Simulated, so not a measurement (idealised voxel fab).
process module | voxel tone inversion
cross-section cut | 255 nm wide | cells 5 nm
A cross-section is a grid of square cells, given in bands from the top down. A band is one or more rows of cells.
Each band's line starts with the height of the band's top and of its bottom, in nm. Then come its materials from left to right, each with its width in nm. One material with "throughout" fills the band from edge to edge. "air" is empty space.
Height 0 is the level under which the wafer as received is all one material. The lowest band goes on downwards, as in "0 down".
A width such as "30 to 40" changes by the same amount from each row of cells to the next, from the band's top row to its bottom row.
"no change" after a step means that no cell of the cross-section changed.
closed voids: empty space of 8 cells or more with no open way to the top, each as width x height at its distance from the left edge, in nm
after a step's settings: what the simulator itself notes on the step
overlay nm, on a step with a mask: how far to the right of its planned place the mask lay; to the left if negative
plan
1 op RECEIVE | material Si
2 op CONFORMAL_DEP | material SiN | thk nm 5
3 op DIRECTIONAL_DEP | material aC | thk nm 20
4 op PATTERN | tone cover | mask id POSTS | material resist | width nm 20 | pitch nm 35 | thk nm 30 | overlay nm 0
5 op DIRECTIONAL_ETCH | etch materials aC | depth nm 20
6 op STRIP | etch materials resist
7 op FILL_DEP | material SiO2 | thk nm 5
8 op CMP | height nm 25
9 op STRIP | etch materials aC
10 op CONFORMAL_DEP | material TiN | thk nm 5
11 op FILL_DEP | material W | thk nm 5
12 op CMP | height nm 25
13 op CONFORMAL_DEP | material SiN | thk nm 5
as received, after step 1
  0 down: Si throughout
  closed voids: none
first wafer at the end, as planned
  30 to 25: SiN throughout
  25 to 10: SiO2 80 | TiN 5 | W 10 | TiN 5 | SiO2 15 | TiN 5 | W 10 | TiN 5 | SiO2 15 | TiN 5 | W 10 | TiN 5 | SiO2 85
  10 to 5: SiO2 80 | TiN 20 | SiO2 15 | TiN 20 | SiO2 15 | TiN 20 | SiO2 85
  5 to 0: SiN throughout
  0 down: Si throughout
  closed voids: none
second wafer at the end: like start, like plan, one mistake
  30 to 25: SiN throughout
  25 to 10: W 75 | TiN 5 | SiO2 20 | TiN 5 | W 5 | TiN 5 | SiO2 20 | TiN 5 | W 5 | TiN 5 | SiO2 20 | TiN 5 | W 80
  10 to 5: TiN 80 | SiO2 20 | TiN 15 | SiO2 20 | TiN 15 | SiO2 20 | TiN 85
  5 to 0: SiN throughout
  0 down: Si throughout
  closed voids: none
what went wrong: step 4 ran as: op PATTERN | tone open | mask id POSTS | material resist | width nm 20 | pitch nm 35 | thk nm 30 | overlay nm 0
at the end the second wafer has, in cells: 108 fewer of SiO2 | 27 more of TiN | 81 more of W
